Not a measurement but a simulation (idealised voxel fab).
Proc. module: voxel self aligned vias
We display cut, a cross-section 265 nm in width whose square cells are each 5 nm.
Square cells in a grid make up a cross-section in this document, and the grid is given as bands, listed from the top down, each one or more rows of cells.
Top height, bottom height, nm. Materials left to right, width each, nm. Single material + "everywhere" = fills band edge to edge. "blank" = empty.
Height datum 0, below which the as-received substrate wafer is one material. Lowest band open at the bottom, running downward: "0 down".
The two numbers in a width such as "30..40" mark its ends across the band: the first belongs to the top row of cells, the second to the bottom row, and from each row to the next the width moves by the same amount.
For the purposes of this document, the phrase "remained unchanged" attached to a step denotes that no cell within the cross-section was modified by that step.
"Enclosed voids" enumerates empty spaces isolated from the top, with no open way to it, that contain at least 8 cells, giving each as width x height at distance from the left edge, all three in nm.
On each step's line, the part that comes after the settings is the simulator's own comment on the step.
On any step carrying a mask, the "overlay nm" setting, if present on the step's line, tells how far right of its planned place the mask lay; negative values point to the left.
-- Process steps foreseen in the plan
1,RECEIVE with material Si
2,CONFORMAL_DEP with material SiO2, thk nm 15
3,CONFORMAL_DEP with material SiCN, thk nm 5
4,DIRECTIONAL_DEP with material SiO2, thk nm 30
5,MASKED_ETCH with tone open, mask id LINES, width nm 25, pitch nm 70, etch materials SiO2, depth nm 30, overlay nm 0
6,CONFORMAL_DEP with material TiN, thk nm 5
7,FILL_DEP with material W, thk nm 10
8,CMP with height nm 50
9,SELECTIVE_ETCH with etch materials W Ru TiN, depth nm 10
10,FILL_DEP with material SiN, thk nm 10
11,CMP with height nm 50
12,DIRECTIONAL_DEP with material SiO2, thk nm 15
13,DIRECTIONAL_DEP with material aC, thk nm 10
14,PATTERN with tone open, mask id VIAS, material resist, width nm 45, pitch nm 70, thk nm 25, overlay nm 0
15,DIRECTIONAL_ETCH with etch materials aC, depth nm 10
16,STRIP with etch materials resist
17,DIRECTIONAL_ETCH with etch materials SiO2, depth nm 15
18,DIRECTIONAL_ETCH with etch materials SiN, depth nm 10
19,STRIP with etch materials aC
20,CONFORMAL_DEP with material TiN, thk nm 5
21,FILL_DEP with material W, thk nm 10
22,CMP with height nm 65
23,CONFORMAL_DEP with material SiCN, thk nm 5
-- First wafer out of two, processed as planned
-- As received (post step 1): cross-section
0 down | Si everywhere
Enclosed voids: none
-- After step 2: wafer cross-section
15 to 0 | SiO2 everywhere
Everything under 0 stays put, no change at all.
-- After step 3: wafer cross-section
20 to 15 | SiCN everywhere
Everything under 15 stays put, no change at all.
-- After step 4: wafer cross-section
50 to 20 | SiO2 everywhere
Everything under 20 stays put, no change at all.
-- After step 5: wafer cross-section
50 to 20 | SiO2=50 / blank=25 / SiO2=45 / blank=25 / SiO2=45 / blank=25 / SiO2=50
Everything under 20 stays put, no change at all.
-- After step 6: wafer cross-section
55 to 50 | TiN=55 / blank=15 / TiN=55 / blank=15 / TiN=55 / blank=15 / TiN=55
50 to 25 | SiO2=50 / TiN=5 / blank=15 / TiN=5 / SiO2=45 / TiN=5 / blank=15 / TiN=5 / SiO2=45 / TiN=5 / blank=15 / TiN=5 / SiO2=50
25 to 20 | SiO2=50 / TiN=25 / SiO2=45 / TiN=25 / SiO2=45 / TiN=25 / SiO2=50
Everything under 20 stays put, no change at all.
-- After step 7: wafer cross-section
65 to 55 | W everywhere
55 to 50 | TiN=55 / W=15 / TiN=55 / W=15 / TiN=55 / W=15 / TiN=55
50 to 25 | SiO2=50 / TiN=5 / W=15 / TiN=5 / SiO2=45 / TiN=5 / W=15 / TiN=5 / SiO2=45 / TiN=5 / W=15 / TiN=5 / SiO2=50
Everything under 25 stays put, no change at all.
-- After step 8: wafer cross-section
50 to 25 | SiO2=50 / TiN=5 / W=15 / TiN=5 / SiO2=45 / TiN=5 / W=15 / TiN=5 / SiO2=45 / TiN=5 / W=15 / TiN=5 / SiO2=50
Everything under 25 stays put, no change at all.
-- After step 9: wafer cross-section
50 to 40 | SiO2=50 / blank=25 / SiO2=45 / blank=25 / SiO2=45 / blank=25 / SiO2=50
Everything under 40 stays put, no change at all.
-- After step 10: wafer cross-section
60 to 50 | SiN everywhere
50 to 40 | SiO2=50 / SiN=25 / SiO2=45 / SiN=25 / SiO2=45 / SiN=25 / SiO2=50
Everything under 40 stays put, no change at all.
-- After step 11: wafer cross-section
50 to 40 | SiO2=50 / SiN=25 / SiO2=45 / SiN=25 / SiO2=45 / SiN=25 / SiO2=50
Everything under 40 stays put, no change at all.
-- After step 12: wafer cross-section
65 to 50 | SiO2 everywhere
Everything under 50 stays put, no change at all.
-- After step 13: wafer cross-section
75 to 65 | aC everywhere
Everything under 65 stays put, no change at all.
-- After step 14: wafer cross-section
100 to 75 | resist=40 / blank=45 / resist=25 / blank=45 / resist=25 / blank=45 / resist=40
Everything under 75 stays put, no change at all.
-- After step 15: wafer cross-section
90 to 75 | resist=40 / blank=45 / resist=25 / blank=45 / resist=25 / blank=45 / resist=40
75 to 65 | aC=40 / blank=45 / aC=25 / blank=45 / aC=25 / blank=45 / aC=40
Everything under 65 stays put, no change at all.
-- After step 16: wafer cross-section
75 to 65 | aC=40 / blank=45 / aC=25 / blank=45 / aC=25 / blank=45 / aC=40
Everything under 65 stays put, no change at all.
-- After step 17: wafer cross-section
75 to 65 | aC=40 / blank=45 / aC=25 / blank=45 / aC=25 / blank=45 / aC=40
65 to 50 | SiO2=40 / blank=45 / SiO2=25 / blank=45 / SiO2=25 / blank=45 / SiO2=40
Everything under 50 stays put, no change at all.
-- After step 18: wafer cross-section
75 to 65 | aC=40 / blank=45 / aC=25 / blank=45 / aC=25 / blank=45 / aC=40
65 to 50 | SiO2=40 / blank=45 / SiO2=25 / blank=45 / SiO2=25 / blank=45 / SiO2=40
50 to 40 | SiO2=50 / blank=25 / SiO2=45 / blank=25 / SiO2=45 / blank=25 / SiO2=50
Everything under 40 stays put, no change at all.
-- After step 19: wafer cross-section
65 to 50 | SiO2=40 / blank=45 / SiO2=25 / blank=45 / SiO2=25 / blank=45 / SiO2=40
Everything under 50 stays put, no change at all.
-- After step 20: wafer cross-section
70 to 65 | TiN=45 / blank=35 / TiN=35 / blank=35 / TiN=35 / blank=35 / TiN=45
65 to 55 | SiO2=40 / TiN=5 / blank=35 / TiN=5 / SiO2=25 / TiN=5 / blank=35 / TiN=5 / SiO2=25 / TiN=5 / blank=35 / TiN=5 / SiO2=40
55 to 45 | SiO2=40..50 / TiN=15..5 / blank=15 / TiN=15..5 / SiO2=25..45 / TiN=15..5 / blank=15 / TiN=15..5 / SiO2=25..45 / TiN=15..5 / blank=15 / TiN=15..5 / SiO2=40..50
45 to 40 | SiO2=50 / TiN=25 / SiO2=45 / TiN=25 / SiO2=45 / TiN=25 / SiO2=50
Everything under 40 stays put, no change at all.
-- After step 21: wafer cross-section
80 to 70 | W everywhere
70 to 65 | TiN=45 / W=35 / TiN=35 / W=35 / TiN=35 / W=35 / TiN=45
65 to 55 | SiO2=40 / TiN=5 / W=35 / TiN=5 / SiO2=25 / TiN=5 / W=35 / TiN=5 / SiO2=25 / TiN=5 / W=35 / TiN=5 / SiO2=40
55 to 45 | SiO2=40..50 / TiN=15..5 / W=15 / TiN=15..5 / SiO2=25..45 / TiN=15..5 / W=15 / TiN=15..5 / SiO2=25..45 / TiN=15..5 / W=15 / TiN=15..5 / SiO2=40..50
Everything under 45 stays put, no change at all.
-- After step 22: wafer cross-section
65 to 55 | SiO2=40 / TiN=5 / W=35 / TiN=5 / SiO2=25 / TiN=5 / W=35 / TiN=5 / SiO2=25 / TiN=5 / W=35 / TiN=5 / SiO2=40
Everything under 55 stays put, no change at all.
-- After step 23: wafer cross-section
70 to 65 | SiCN everywhere
Everything under 65 stays put, no change at all.
-- Second wafer, same starting conditions and recipe as the first, one mistake in executing it, nothing differs from the first up to and including step 2
-- Second wafer profile in section, at the moment step 3 of the plan was meant to be complete
30 to 15 | SiCN everywhere
Everything under 15 stays put, no change at all.
-- Second wafer profile in section, at the moment step 4 of the plan was meant to be complete
60 to 30 | SiO2 everywhere
Everything under 30 stays put, no change at all.
-- Second wafer profile in section, at the moment step 5 of the plan was meant to be complete
60 to 30 | SiO2=50 / blank=25 / SiO2=45 / blank=25 / SiO2=45 / blank=25 / SiO2=50
Everything under 30 stays put, no change at all.
-- Second wafer profile in section, at the moment step 6 of the plan was meant to be complete
65 to 60 | TiN=55 / blank=15 / TiN=55 / blank=15 / TiN=55 / blank=15 / TiN=55
60 to 35 | SiO2=50 / TiN=5 / blank=15 / TiN=5 / SiO2=45 / TiN=5 / blank=15 / TiN=5 / SiO2=45 / TiN=5 / blank=15 / TiN=5 / SiO2=50
35 to 30 | SiO2=50 / TiN=25 / SiO2=45 / TiN=25 / SiO2=45 / TiN=25 / SiO2=50
Everything under 30 stays put, no change at all.
-- Second wafer profile in section, at the moment step 7 of the plan was meant to be complete
75 to 65 | W everywhere
65 to 60 | TiN=55 / W=15 / TiN=55 / W=15 / TiN=55 / W=15 / TiN=55
60 to 35 | SiO2=50 / TiN=5 / W=15 / TiN=5 / SiO2=45 / TiN=5 / W=15 / TiN=5 / SiO2=45 / TiN=5 / W=15 / TiN=5 / SiO2=50
Everything under 35 stays put, no change at all.
-- Second wafer profile in section, at the moment step 8 of the plan was meant to be complete
50 to 35 | SiO2=50 / TiN=5 / W=15 / TiN=5 / SiO2=45 / TiN=5 / W=15 / TiN=5 / SiO2=45 / TiN=5 / W=15 / TiN=5 / SiO2=50
Everything under 35 stays put, no change at all.
-- Second wafer profile in section, at the moment step 9 of the plan was meant to be complete
50 to 40 | SiO2=50 / blank=25 / SiO2=45 / blank=25 / SiO2=45 / blank=25 / SiO2=50
Everything under 40 stays put, no change at all.
-- Second wafer profile in section, at the moment step 10 of the plan was meant to be complete
60 to 50 | SiN everywhere
50 to 40 | SiO2=50 / SiN=25 / SiO2=45 / SiN=25 / SiO2=45 / SiN=25 / SiO2=50
Everything under 40 stays put, no change at all.
-- Second wafer profile in section, at the moment step 11 of the plan was meant to be complete
50 to 40 | SiO2=50 / SiN=25 / SiO2=45 / SiN=25 / SiO2=45 / SiN=25 / SiO2=50
Everything under 40 stays put, no change at all.
-- Second wafer profile in section, at the moment step 12 of the plan was meant to be complete
65 to 50 | SiO2 everywhere
Everything under 50 stays put, no change at all.
-- Second wafer profile in section, at the moment step 13 of the plan was meant to be complete
75 to 65 | aC everywhere
Everything under 65 stays put, no change at all.
-- Second wafer profile in section, at the moment step 14 of the plan was meant to be complete
100 to 75 | resist=40 / blank=45 / resist=25 / blank=45 / resist=25 / blank=45 / resist=40
Everything under 75 stays put, no change at all.
-- Second wafer profile in section, at the moment step 15 of the plan was meant to be complete
90 to 75 | resist=40 / blank=45 / resist=25 / blank=45 / resist=25 / blank=45 / resist=40
75 to 65 | aC=40 / blank=45 / aC=25 / blank=45 / aC=25 / blank=45 / aC=40
Everything under 65 stays put, no change at all.
-- Second wafer profile in section, at the moment step 16 of the plan was meant to be complete
75 to 65 | aC=40 / blank=45 / aC=25 / blank=45 / aC=25 / blank=45 / aC=40
Everything under 65 stays put, no change at all.
-- Second wafer profile in section, at the moment step 17 of the plan was meant to be complete
75 to 65 | aC=40 / blank=45 / aC=25 / blank=45 / aC=25 / blank=45 / aC=40
65 to 50 | SiO2=40 / blank=45 / SiO2=25 / blank=45 / SiO2=25 / blank=45 / SiO2=40
Everything under 50 stays put, no change at all.
-- Second wafer profile in section, at the moment step 18 of the plan was meant to be complete
75 to 65 | aC=40 / blank=45 / aC=25 / blank=45 / aC=25 / blank=45 / aC=40
65 to 50 | SiO2=40 / blank=45 / SiO2=25 / blank=45 / SiO2=25 / blank=45 / SiO2=40
50 to 40 | SiO2=50 / blank=25 / SiO2=45 / blank=25 / SiO2=45 / blank=25 / SiO2=50
Everything under 40 stays put, no change at all.
-- Second wafer profile in section, at the moment step 19 of the plan was meant to be complete
65 to 50 | SiO2=40 / blank=45 / SiO2=25 / blank=45 / SiO2=25 / blank=45 / SiO2=40
Everything under 50 stays put, no change at all.
-- Second wafer profile in section, at the moment step 20 of the plan was meant to be complete
70 to 65 | TiN=45 / blank=35 / TiN=35 / blank=35 / TiN=35 / blank=35 / TiN=45
65 to 55 | SiO2=40 / TiN=5 / blank=35 / TiN=5 / SiO2=25 / TiN=5 / blank=35 / TiN=5 / SiO2=25 / TiN=5 / blank=35 / TiN=5 / SiO2=40
55 to 45 | SiO2=40..50 / TiN=15..5 / blank=15 / TiN=15..5 / SiO2=25..45 / TiN=15..5 / blank=15 / TiN=15..5 / SiO2=25..45 / TiN=15..5 / blank=15 / TiN=15..5 / SiO2=40..50
45 to 40 | SiO2=50 / TiN=25 / SiO2=45 / TiN=25 / SiO2=45 / TiN=25 / SiO2=50
Everything under 40 stays put, no change at all.
-- Second wafer profile in section, at the moment step 21 of the plan was meant to be complete
80 to 70 | W everywhere
70 to 65 | TiN=45 / W=35 / TiN=35 / W=35 / TiN=35 / W=35 / TiN=45
65 to 55 | SiO2=40 / TiN=5 / W=35 / TiN=5 / SiO2=25 / TiN=5 / W=35 / TiN=5 / SiO2=25 / TiN=5 / W=35 / TiN=5 / SiO2=40
55 to 45 | SiO2=40..50 / TiN=15..5 / W=15 / TiN=15..5 / SiO2=25..45 / TiN=15..5 / W=15 / TiN=15..5 / SiO2=25..45 / TiN=15..5 / W=15 / TiN=15..5 / SiO2=40..50
Everything under 45 stays put, no change at all.
-- Second wafer profile in section, at the moment step 22 of the plan was meant to be complete
65 to 55 | SiO2=40 / TiN=5 / W=35 / TiN=5 / SiO2=25 / TiN=5 / W=35 / TiN=5 / SiO2=25 / TiN=5 / W=35 / TiN=5 / SiO2=40
Everything under 55 stays put, no change at all.
-- Second wafer profile in section, at the moment step 23 of the plan was meant to be complete
70 to 65 | SiCN everywhere
Everything under 65 stays put, no change at all.
Misprocessing identified: heads up, step 3 didn't go per plan, it actually ran as CONFORMAL_DEP with material SiCN, thk nm 15
Wrapping up, a cell-based count of both wafers puts the second over or under the first for these materials: 106 more of SiCN; 76 fewer of SiO2; 12 fewer of TiN; 18 fewer of W
